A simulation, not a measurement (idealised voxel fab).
process module | voxel ribs on slabs
cross-section cut | 200 nm wide | cells 5 nm
A cross-section is a grid of square cells, given in bands from the top down. A band is one or more rows of cells.
Each band's line starts with the height of the band's top and of its bottom, in nm. Then come its materials from left to right, each with its width in nm. One material with "throughout" fills the band from edge to edge. "air" is empty space.
Height 0 is the level under which the wafer as received is all one material. The lowest band goes on downwards, as in "0 down".
A width such as "30 to 40" changes by the same amount from each row of cells to the next, from the band's top row to its bottom row.
"no change" after a step means that no cell of the cross-section changed.
closed voids: empty space of 8 cells or more with no open way to the top, each as width x height at its distance from the left edge, in nm
after a step's settings: what the simulator itself notes on the step
overlay nm, on a step with a mask: how far to the right of its planned place the mask lay; to the left if negative
Each pair below shows a cross-section before one step and the cross-section after it, down to the lowest band that changed. The line under each pair gives the step between them, with its settings. The pairs can come from different runs of this module on the same starting wafer, so a pair continues from the pair above only where its "before" says so.
before
  0 down: Si throughout
  closed voids: none
after
  25 to 0: SiO2 throughout
  below 0: unchanged
  closed voids: none
the step between: op DIRECTIONAL_DEP | material SiO2 | thk nm 25
before: the cross-section after the pair above
after
  50 to 25: polySi throughout
  below 25: unchanged
  closed voids: none
the step between: op DIRECTIONAL_DEP | material polySi | thk nm 25
before: the cross-section after the pair above
after
  65 to 50: air 90 | resist 15 | air 95
  below 50: unchanged
  closed voids: none
the step between: op PATTERN | tone cover | mask id RIB | material resist | width nm 15 | thk nm 15 | overlay nm 0
before: the cross-section after the pair above
after
  65 to 50: air 90 | resist 15 | air 95
  50 to 35: air 90 | polySi 15 | air 95
  below 35: unchanged
  closed voids: none
the step between: op DIRECTIONAL_ETCH | etch materials polySi | depth nm 15
before: the cross-section after the pair above
after
  50 to 35: air 90 | polySi 15 | air 95
  below 35: unchanged
  closed voids: none
the step between: op STRIP | etch materials resist
before: the cross-section after the pair above
after
  70 to 50: air 75 | resist 45 | air 80
  50 to 35: air 75 | resist 15 | polySi 15 | resist 15 | air 80
  below 35: unchanged
  closed voids: none
the step between: op PATTERN | tone cover | mask id SLAB | material resist | width nm 45 | thk nm 20 | overlay nm 0
before: the cross-section after the pair above
after
  70 to 50: air 75 | resist 45 | air 80
  50 to 35: air 75 | resist 15 | polySi 15 | resist 15 | air 80
  35 to 25: air 75 | polySi 45 | air 80
  below 25: unchanged
  closed voids: none
the step between: op DIRECTIONAL_ETCH | etch materials polySi | depth nm 10
before: the cross-section after the pair above
after
  50 to 35: air 90 | polySi 15 | air 95
  below 35: unchanged
  closed voids: none
the step between: op STRIP | etch materials resist
before: the cross-section after the pair above
after
  75 to 50: SiO2 throughout
  50 to 35: SiO2 90 | polySi 15 | SiO2 95
  35 to 25: SiO2 75 | polySi 45 | SiO2 80
  below 25: unchanged
  closed voids: none
the step between: op FILL_DEP | material SiO2 | thk nm 25
before: the cross-section after the pair above
after
  70 to 50: SiO2 throughout
  below 50: unchanged
  closed voids: none
the step between: op CMP | height nm 70
before: the cross-section after the pair above
after
  75 to 70: W throughout
  below 70: unchanged
  closed voids: none
the step between: op DIRECTIONAL_DEP | material W | thk nm 5
before: the cross-section after the pair above
after
  85 to 75: aC throughout
  below 75: unchanged
  closed voids: none
the step between: op DIRECTIONAL_DEP | material aC | thk nm 10
before: the cross-section after the pair above
after
  110 to 85: air 85 | resist 25 | air 90
  below 85: unchanged
  closed voids: none
the step between: op PATTERN | tone cover | mask id HEATER | material resist | width nm 25 | thk nm 25 | overlay nm 0
before: the cross-section after the pair above
after
  100 to 85: air 85 | resist 25 | air 90
  85 to 75: air 85 | aC 25 | air 90
  below 75: unchanged
  closed voids: none
the step between: op DIRECTIONAL_ETCH | etch materials aC | depth nm 10
before: the cross-section after the pair above
after
  85 to 75: air 85 | aC 25 | air 90
  below 75: unchanged
  closed voids: none
the step between: op STRIP | etch materials resist
before: the cross-section after the pair above
after
  85 to 75: air 85 | aC 25 | air 90
  75 to 70: air 85 | W 25 | air 90
  below 70: unchanged
  closed voids: none
the step between: op DIRECTIONAL_ETCH | etch materials W | depth nm 5
before: the cross-section after the pair above
after
  75 to 70: air 85 | W 25 | air 90
  below 70: unchanged
  closed voids: none
the step between: op STRIP | etch materials aC
before: the cross-section after the pair above
after
  80 to 75: air 80 | SiN 35 | air 85
  75 to 70: SiN 85 | W 25 | SiN 90
  below 70: unchanged
  closed voids: none
the step between: op CONFORMAL_DEP | material SiN | thk nm 5
before
  25 to 0: SiO2 throughout
  0 down: Si throughout
  closed voids: none
after
  50 to 0: SiO2 throughout
  below 0: unchanged
  closed voids: none
the step between: op DIRECTIONAL_DEP | material SiO2 | thk nm 25
before: the cross-section after the pair above
after
  75 to 50: polySi throughout
  below 50: unchanged
  closed voids: none
the step between: op DIRECTIONAL_DEP | material polySi | thk nm 25
before: the cross-section after the pair above
after
  90 to 75: air 90 | resist 15 | air 95
  below 75: unchanged
  closed voids: none
the step between: op PATTERN | tone cover | mask id RIB | material resist | width nm 15 | thk nm 15 | overlay nm 0
before: the cross-section after the pair above
after
  90 to 75: air 90 | resist 15 | air 95
  75 to 60: air 90 | polySi 15 | air 95
  below 60: unchanged
  closed voids: none
the step between: op DIRECTIONAL_ETCH | etch materials polySi | depth nm 15
before: the cross-section after the pair above
after
  75 to 60: air 90 | polySi 15 | air 95
  below 60: unchanged
  closed voids: none
the step between: op STRIP | etch materials resist
before: the cross-section after the pair above
after
  95 to 75: air 75 | resist 45 | air 80
  75 to 60: air 75 | resist 15 | polySi 15 | resist 15 | air 80
  below 60: unchanged
  closed voids: none
the step between: op PATTERN | tone cover | mask id SLAB | material resist | width nm 45 | thk nm 20 | overlay nm 0
before: the cross-section after the pair above
after
  95 to 75: air 75 | resist 45 | air 80
  75 to 60: air 75 | resist 15 | polySi 15 | resist 15 | air 80
  60 to 50: air 75 | polySi 45 | air 80
  below 50: unchanged
  closed voids: none
the step between: op DIRECTIONAL_ETCH | etch materials polySi | depth nm 10
before: the cross-section after the pair above
after
  75 to 60: air 90 | polySi 15 | air 95
  below 60: unchanged
  closed voids: none
the step between: op STRIP | etch materials resist
before: the cross-section after the pair above
after
  100 to 75: SiO2 throughout
  75 to 60: SiO2 90 | polySi 15 | SiO2 95
  60 to 50: SiO2 75 | polySi 45 | SiO2 80
  below 50: unchanged
  closed voids: none
the step between: op FILL_DEP | material SiO2 | thk nm 25
before: the cross-section after the pair above
after
  70 to 60: SiO2 90 | polySi 15 | SiO2 95
  below 60: unchanged
  closed voids: none
the step between: op CMP | height nm 70
before: the cross-section after the pair above
after
  75 to 70: W throughout
  below 70: unchanged
  closed voids: none
the step between: op DIRECTIONAL_DEP | material W | thk nm 5
before: the cross-section after the pair above
after
  85 to 75: aC throughout
  below 75: unchanged
  closed voids: none
the step between: op DIRECTIONAL_DEP | material aC | thk nm 10
before: the cross-section after the pair above
after
  110 to 85: air 85 | resist 25 | air 90
  below 85: unchanged
  closed voids: none
the step between: op PATTERN | tone cover | mask id HEATER | material resist | width nm 25 | thk nm 25 | overlay nm 0
before: the cross-section after the pair above
after
  100 to 85: air 85 | resist 25 | air 90
  85 to 75: air 85 | aC 25 | air 90
  below 75: unchanged
  closed voids: none
the step between: op DIRECTIONAL_ETCH | etch materials aC | depth nm 10
before: the cross-section after the pair above
after
  85 to 75: air 85 | aC 25 | air 90
  below 75: unchanged
  closed voids: none
the step between: op STRIP | etch materials resist
before: the cross-section after the pair above
after
  85 to 75: air 85 | aC 25 | air 90
  75 to 70: air 85 | W 25 | air 90
  below 70: unchanged
  closed voids: none
the step between: op DIRECTIONAL_ETCH | etch materials W | depth nm 5
before: the cross-section after the pair above
after
  75 to 70: air 85 | W 25 | air 90
  below 70: unchanged
  closed voids: none
the step between: op STRIP | etch materials aC
before: the cross-section after the pair above
after
  80 to 75: air 80 | SiN 35 | air 85
  75 to 70: SiN 85 | W 25 | SiN 90
  below 70: unchanged
  closed voids: none
the step between: op CONFORMAL_DEP | material SiN | thk nm 5
before
  0 down: Si throughout
  closed voids: none
after
  25 to 0: polySi throughout
  below 0: unchanged
  closed voids: none
the step between: op DIRECTIONAL_DEP | material polySi | thk nm 25
before: the cross-section after the pair above
after
  50 to 25: SiO2 throughout
  below 25: unchanged
  closed voids: none
the step between: op DIRECTIONAL_DEP | material SiO2 | thk nm 25
before: the cross-section after the pair above
after
  65 to 50: air 90 | resist 15 | air 95
  below 50: unchanged
  closed voids: none
the step between: op PATTERN | tone cover | mask id RIB | material resist | width nm 15 | thk nm 15 | overlay nm 0
before: the cross-section after the pair above
after
  50 to 25: SiO2 throughout
  below 25: unchanged
  closed voids: none
the step between: op STRIP | etch materials resist
before: the cross-section after the pair above
after
  70 to 50: air 75 | resist 45 | air 80
  below 50: unchanged
  closed voids: none
the step between: op PATTERN | tone cover | mask id SLAB | material resist | width nm 45 | thk nm 20 | overlay nm 0
before: the cross-section after the pair above
after
  50 to 25: SiO2 throughout
  below 25: unchanged
  closed voids: none
the step between: op STRIP | etch materials resist
before: the cross-section after the pair above
after
  75 to 25: SiO2 throughout
  below 25: unchanged
  closed voids: none
the step between: op FILL_DEP | material SiO2 | thk nm 25
before: the cross-section after the pair above
after
  70 to 25: SiO2 throughout
  below 25: unchanged
  closed voids: none
the step between: op CMP | height nm 70
before: the cross-section after the pair above
after
  75 to 70: W throughout
  below 70: unchanged
  closed voids: none
the step between: op DIRECTIONAL_DEP | material W | thk nm 5
before: the cross-section after the pair above
after
  85 to 75: aC throughout
  below 75: unchanged
  closed voids: none
the step between: op DIRECTIONAL_DEP | material aC | thk nm 10
before: the cross-section after the pair above
after
  110 to 85: air 85 | resist 25 | air 90
  below 85: unchanged
  closed voids: none
the step between: op PATTERN | tone cover | mask id HEATER | material resist | width nm 25 | thk nm 25 | overlay nm 0
before: the cross-section after the pair above
after
  100 to 85: air 85 | resist 25 | air 90
  85 to 75: air 85 | aC 25 | air 90
  below 75: unchanged
  closed voids: none
the step between: op DIRECTIONAL_ETCH | etch materials aC | depth nm 10
before: the cross-section after the pair above
after
  85 to 75: air 85 | aC 25 | air 90
  below 75: unchanged
  closed voids: none
the step between: op STRIP | etch materials resist
before: the cross-section after the pair above
after
  85 to 75: air 85 | aC 25 | air 90
  75 to 70: air 85 | W 25 | air 90
  below 70: unchanged
  closed voids: none
the step between: op DIRECTIONAL_ETCH | etch materials W | depth nm 5
before: the cross-section after the pair above
after
  75 to 70: air 85 | W 25 | air 90
  below 70: unchanged
  closed voids: none
the step between: op STRIP | etch materials aC
before: the cross-section after the pair above
after
  80 to 75: air 80 | SiN 35 | air 85
  75 to 70: SiN 85 | W 25 | SiN 90
  below 70: unchanged
  closed voids: none
the step between: op CONFORMAL_DEP | material SiN | thk nm 5
before
  75 to 70: air 85 | W 25 | air 90
  70 to 50: SiO2 throughout
  50 to 35: SiO2 90 | polySi 15 | SiO2 95
  35 to 25: SiO2 75 | polySi 45 | SiO2 80
  25 to 0: SiO2 throughout
  0 down: Si throughout
  closed voids: none
after
  90 to 85: air 70 | SiN 55 | air 75
  85 to 75: SiN throughout
  75 to 70: SiN 85 | W 25 | SiN 90
  below 70: unchanged
  closed voids: none
the step between: op CONFORMAL_DEP | material SiN | thk nm 15
before
  85 to 75: aC throughout
  75 to 70: W throughout
  70 to 50: SiO2 throughout
  50 to 35: SiO2 90 | polySi 15 | SiO2 95
  35 to 25: SiO2 75 | polySi 45 | SiO2 80
  25 to 0: SiO2 throughout
  0 down: Si throughout
  closed voids: none
after
  110 to 85: air 80 | resist 35 | air 85
  below 85: unchanged
  closed voids: none
the step between: op PATTERN | tone cover | mask id HEATER | material resist | width nm 35 | thk nm 25 | overlay nm 0
before: the cross-section after the pair above
after
  100 to 85: air 80 | resist 35 | air 85
  85 to 75: air 80 | aC 35 | air 85
  below 75: unchanged
  closed voids: none
the step between: op DIRECTIONAL_ETCH | etch materials aC | depth nm 10
before: the cross-section after the pair above
after
  85 to 75: air 80 | aC 35 | air 85
  below 75: unchanged
  closed voids: none
the step between: op STRIP | etch materials resist
before: the cross-section after the pair above
after
  85 to 75: air 80 | aC 35 | air 85
  75 to 70: air 80 | W 35 | air 85
  below 70: unchanged
  closed voids: none
the step between: op DIRECTIONAL_ETCH | etch materials W | depth nm 5
before: the cross-section after the pair above
after
  75 to 70: air 80 | W 35 | air 85
  below 70: unchanged
  closed voids: none
the step between: op STRIP | etch materials aC
before: the cross-section after the pair above
after
  80 to 75: air 75 | SiN 45 | air 80
  75 to 70: SiN 80 | W 35 | SiN 85
  below 70: unchanged
  closed voids: none
the step between: op CONFORMAL_DEP | material SiN | thk nm 5
before
  50 to 35: air 90 | polySi 15 | air 95
  35 to 25: polySi throughout
  25 to 0: SiO2 throughout
  0 down: Si throughout
  closed voids: none
after
  70 to 50: air 80 | resist 45 | air 75
  50 to 35: air 80 | resist 10 | polySi 15 | resist 20 | air 75
  below 35: unchanged
  closed voids: none
the step between: op PATTERN | tone cover | mask id SLAB | material resist | width nm 45 | thk nm 20 | overlay nm 5
before: the cross-section after the pair above
after
  70 to 50: air 80 | resist 45 | air 75
  50 to 35: air 80 | resist 10 | polySi 15 | resist 20 | air 75
  35 to 25: air 80 | polySi 45 | air 75
  below 25: unchanged
  closed voids: none
the step between: op DIRECTIONAL_ETCH | etch materials polySi | depth nm 10
before: the cross-section after the pair above
after
  50 to 35: air 90 | polySi 15 | air 95
  below 35: unchanged
  closed voids: none
the step between: op STRIP | etch materials resist
before: the cross-section after the pair above
after
  75 to 50: SiO2 throughout
  50 to 35: SiO2 90 | polySi 15 | SiO2 95
  35 to 25: SiO2 80 | polySi 45 | SiO2 75
  below 25: unchanged
  closed voids: none
the step between: op FILL_DEP | material SiO2 | thk nm 25
before: the cross-section after the pair above
after
  70 to 50: SiO2 throughout
  below 50: unchanged
  closed voids: none
the step between: op CMP | height nm 70
before: the cross-section after the pair above
after
  75 to 70: W throughout
  below 70: unchanged
  closed voids: none
the step between: op DIRECTIONAL_DEP | material W | thk nm 5
before: the cross-section after the pair above
after
  85 to 75: aC throughout
  below 75: unchanged
  closed voids: none
the step between: op DIRECTIONAL_DEP | material aC | thk nm 10
before: the cross-section after the pair above
after
  110 to 85: air 85 | resist 25 | air 90
  below 85: unchanged
  closed voids: none
the step between: op PATTERN | tone cover | mask id HEATER | material resist | width nm 25 | thk nm 25 | overlay nm 0
before: the cross-section after the pair above
after
  100 to 85: air 85 | resist 25 | air 90
  85 to 75: air 85 | aC 25 | air 90
  below 75: unchanged
  closed voids: none
the step between: op DIRECTIONAL_ETCH | etch materials aC | depth nm 10
before: the cross-section after the pair above
after
  85 to 75: air 85 | aC 25 | air 90
  below 75: unchanged
  closed voids: none
the step between: op STRIP | etch materials resist
before: the cross-section after the pair above
after
  85 to 75: air 85 | aC 25 | air 90
  75 to 70: air 85 | W 25 | air 90
  below 70: unchanged
  closed voids: none
the step between: op DIRECTIONAL_ETCH | etch materials W | depth nm 5
before: the cross-section after the pair above
after
  75 to 70: air 85 | W 25 | air 90
  below 70: unchanged
  closed voids: none
the step between: op STRIP | etch materials aC
before: the cross-section after the pair above
after
  80 to 75: air 80 | SiN 35 | air 85
  75 to 70: SiN 85 | W 25 | SiN 90
  below 70: unchanged
  closed voids: none
the step between: op CONFORMAL_DEP | material SiN | thk nm 5
before
  75 to 70: W throughout
  70 to 50: SiO2 throughout
  50 to 35: SiO2 90 | polySi 15 | SiO2 95
  35 to 25: SiO2 75 | polySi 45 | SiO2 80
  25 to 0: SiO2 throughout
  0 down: Si throughout
  closed voids: none
after
  85 to 75: SiN throughout
  below 75: unchanged
  closed voids: none
the step between: op DIRECTIONAL_DEP | material SiN | thk nm 10
before: the cross-section after the pair above
after
  110 to 85: air 85 | resist 25 | air 90
  below 85: unchanged
  closed voids: none
the step between: op PATTERN | tone cover | mask id HEATER | material resist | width nm 25 | thk nm 25 | overlay nm 0
before: the cross-section after the pair above
after
  100 to 85: air 85 | resist 25 | air 90
  below 85: unchanged
  closed voids: none
the step between: op DIRECTIONAL_ETCH | etch materials aC | depth nm 10
before: the cross-section after the pair above
after
  85 to 75: SiN throughout
  below 75: unchanged
  closed voids: none
the step between: op STRIP | etch materials resist
before: the cross-section after the pair above
after
  90 to 75: SiN throughout
  below 75: unchanged
  closed voids: none
the step between: op CONFORMAL_DEP | material SiN | thk nm 5
before
  85 to 75: aC throughout
  75 to 70: W throughout
  70 to 50: SiO2 throughout
  50 to 35: SiO2 90 | polySi 15 | SiO2 95
  35 to 25: SiO2 75 | polySi 45 | SiO2 80
  25 to 0: SiO2 throughout
  0 down: Si throughout
  closed voids: none
after
  110 to 85: resist 85 | air 25 | resist 90
  below 85: unchanged
  closed voids: none
the step between: op PATTERN | tone open | mask id HEATER | material resist | width nm 25 | thk nm 25 | overlay nm 0
before: the cross-section after the pair above
after
  100 to 85: resist 85 | air 25 | resist 90
  85 to 75: aC 85 | air 25 | aC 90
  below 75: unchanged
  closed voids: none
the step between: op DIRECTIONAL_ETCH | etch materials aC | depth nm 10
before: the cross-section after the pair above
after
  85 to 75: aC 85 | air 25 | aC 90
  below 75: unchanged
  closed voids: none
the step between: op STRIP | etch materials resist
before: the cross-section after the pair above
after
  85 to 75: aC 85 | air 25 | aC 90
  75 to 70: W 85 | air 25 | W 90
  below 70: unchanged
  closed voids: none
the step between: op DIRECTIONAL_ETCH | etch materials W | depth nm 5
before: the cross-section after the pair above
after
  75 to 70: W 85 | air 25 | W 90
  below 70: unchanged
  closed voids: none
the step between: op STRIP | etch materials aC
before: the cross-section after the pair above
after
  80 to 75: SiN 90 | air 15 | SiN 95
  75 to 70: W 85 | SiN 25 | W 90
  below 70: unchanged
  closed voids: none
the step between: op CONFORMAL_DEP | material SiN | thk nm 5
